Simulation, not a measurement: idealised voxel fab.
Documented hereafter: the process module known as voxel quadruple lines.
cross-section cut | 220 nm wide | cells 5 nm
Each cross-section below is a grid of square cells, stated as bands in top-down order, with one or more rows of cells making up each band. Quick guide to a band line: top height, bottom height (nm) up front; then every material left to right with its width in nm. Only one material and it's marked "full width"? Then it fills the band edge to edge. And "blank" just means empty space. The reference from which all heights are counted is 0, the level beneath which the as-received wafer is entirely one material; the lowest band, having no lower bound, proceeds downward and is written after the example "z 0 and below". Width spec "30..40" -> top row of cells at first value, bottom row at second value, equal per-row change in between. "no change occurred" (step): cross-section cells unchanged, all of them. Empty spaces without an open route to the top, at least 8 cells in extent, make up the entry "Trapped voids"; each is given as width x height at distance, where the distance is measured from the left edge, and all are in nm. Formally, on a step line, whatever follows the settings is a remark that the simulator itself makes on the step. The setting "overlay nm" may be written on the line of a step. When the step uses a mask, the value reports how far to the right of the planned place the mask lay, and a negative value reports that it lay to the left.
Planned process steps
1. op RECEIVE | material Si
2. op CONFORMAL_DEP | material SiO2 | thk nm 5
3. op DIRECTIONAL_DEP | material W | thk nm 15
4. op DIRECTIONAL_DEP | material polySi | thk nm 20
5. op DIRECTIONAL_DEP | material aC | thk nm 20
6. op PATTERN | tone cover | mask id MANDREL | material resist | width nm 25 | thk nm 30 | overlay nm 0
7. op DIRECTIONAL_ETCH | etch materials aC | depth nm 20
8. op STRIP | etch materials resist
9. op CONFORMAL_DEP | material SiO2 | thk nm 15
10. op DIRECTIONAL_ETCH | etch materials SiO2 | depth nm 15
11. op STRIP | etch materials aC
12. op DIRECTIONAL_ETCH | etch materials polySi | depth nm 20
13. op STRIP | etch materials SiO2
14. op CONFORMAL_DEP | material SiCN | thk nm 5
15. op DIRECTIONAL_ETCH | etch materials SiCN | depth nm 5
16. op STRIP | etch materials polySi
17. op DIRECTIONAL_ETCH | etch materials W | depth nm 15
18. op STRIP | etch materials SiCN
19. op FILL_DEP | material lowk | thk nm 10
20. op CMP | height nm 20
Cross-section of the wafer at receipt, which is the condition after step 1
> z 0 and below: Si full width
> Trapped voids: none
Wafer at module end, in section. Began as above, planned as above, run with one mistake
> z 20 to 15: lowk full width
> z 15 to 0: 75 nm lowk  5 nm W  15 nm lowk  5 nm W  15 nm lowk  5 nm W  15 nm lowk  5 nm W  80 nm lowk
> z 0 and below: Si full width
> Trapped voids: none
Misprocessing identified: plan step 2: skipped, not run
